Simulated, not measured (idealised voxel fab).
process module | voxel capacitor over wiring
cross-section cut | 240 nm wide | cells 5 nm
A cross-section is a grid of square cells, given in bands from the top down. A band is one or more rows of cells.
Each band's line starts with the height of the band's top and of its bottom, in nm. Then come its materials from left to right, each with its width in nm. One material with "throughout" fills the band from edge to edge. "air" is empty space.
Height 0 is the level under which the wafer as received is all one material. The lowest band goes on downwards, as in "0 down".
A width such as "30 to 40" changes by the same amount from each row of cells to the next, from the band's top row to its bottom row.
"no change" after a step means that no cell of the cross-section changed.
closed voids: empty space of 8 cells or more with no open way to the top, each as width x height at its distance from the left edge, in nm
after a step's settings: what the simulator itself notes on the step
overlay nm, on a step with a mask: how far to the right of its planned place the mask lay; to the left if negative
plan
1 op RECEIVE | material Si
2 op CONFORMAL_DEP | material SiO2 | thk nm 10
3 op CONFORMAL_DEP | material SiCN | thk nm 5
4 op DIRECTIONAL_DEP | material lowk | thk nm 20
5 op DIRECTIONAL_DEP | material aC | thk nm 10
6 op PATTERN | tone open | mask id METAL_1 | material resist | width nm 30 | pitch nm 80 | thk nm 30 | overlay nm 0
7 op DIRECTIONAL_ETCH | etch materials aC | depth nm 10
8 op STRIP | etch materials resist
9 op DIRECTIONAL_ETCH | etch materials lowk | depth nm 20
10 op DIRECTIONAL_ETCH | etch materials SiCN | depth nm 5
11 op STRIP | etch materials aC
12 op CONFORMAL_DEP | material TiN | thk nm 5
13 op FILL_DEP | material Cu | thk nm 5
14 op CMP | height nm 35
15 op EPI | material Ru | thk nm 5
16 op FILL_DEP | material SiCN | thk nm 5
17 op DIRECTIONAL_DEP | material SiO2 | thk nm 20
18 op DIRECTIONAL_DEP | material aC | thk nm 15
19 op PATTERN | tone open | mask id PLUG_1 | material resist | width nm 15 | thk nm 35 | overlay nm 0
20 op DIRECTIONAL_ETCH | etch materials aC | depth nm 15
21 op STRIP | etch materials resist
22 op DIRECTIONAL_ETCH | etch materials SiO2 | depth nm 20
23 op DIRECTIONAL_ETCH | etch materials SiCN | depth nm 5
24 op STRIP | etch materials aC
25 op EPI | material Ru | thk nm 10
26 op EPI | material Ru | thk nm 10
27 op EPI | material Ru | thk nm 5
28 op DIRECTIONAL_DEP | material TiN | thk nm 5
29 op DIRECTIONAL_DEP | material SiN | thk nm 5
30 op DIRECTIONAL_DEP | material TiN | thk nm 10
31 op DIRECTIONAL_DEP | material aC | thk nm 15
32 op PATTERN | tone cover | mask id UPPER_PLATE | material resist | width nm 55 | thk nm 35 | overlay nm 0
33 op DIRECTIONAL_ETCH | etch materials aC | depth nm 15
34 op STRIP | etch materials resist
35 op DIRECTIONAL_ETCH | etch materials TiN | depth nm 10
36 op DIRECTIONAL_ETCH | etch materials SiN | depth nm 5
37 op STRIP | etch materials aC
38 op MASKED_ETCH | tone cover | mask id LOWER_PLATE | width nm 65 | etch materials TiN | depth nm 5 | overlay nm 0
39 op FILL_DEP | material SiO2 | thk nm 15
40 op CMP | height nm 95
41 op MASKED_ETCH | tone open | mask id PLUG_2 | width nm 15 | etch materials SiO2 | depth nm 10 | overlay nm 0
42 op CONFORMAL_DEP | material TiN | thk nm 5
43 op FILL_DEP | material Ru | thk nm 5
44 op CMP | height nm 95
45 op CONFORMAL_DEP | material SiN | thk nm 5
varied across the wafers: width nm of step 19. The plan shows the first wafer's value. All wafers start alike
first wafer as received, after step 1
  0 down: Si throughout
  closed voids: none
each wafer at the end: cells of each material gained (+) or lost (-) since it was received, then its closed voids
width nm 15 | +32 Cu | +32 Ru | +113 SiCN | +59 SiN | +512 SiO2 | +68 TiN | +144 lowk | closed voids: none
width nm 20 | +32 Cu | +37 Ru | +112 SiCN | +59 SiN | +508 SiO2 | +68 TiN | +144 lowk | closed voids: none
width nm 25 | +32 Cu | +42 Ru | +111 SiCN | +59 SiN | +504 SiO2 | +68 TiN | +144 lowk | closed voids: none
width nm 30 | +32 Cu | +47 Ru | +110 SiCN | +59 SiN | +500 SiO2 | +68 TiN | +144 lowk | closed voids: none
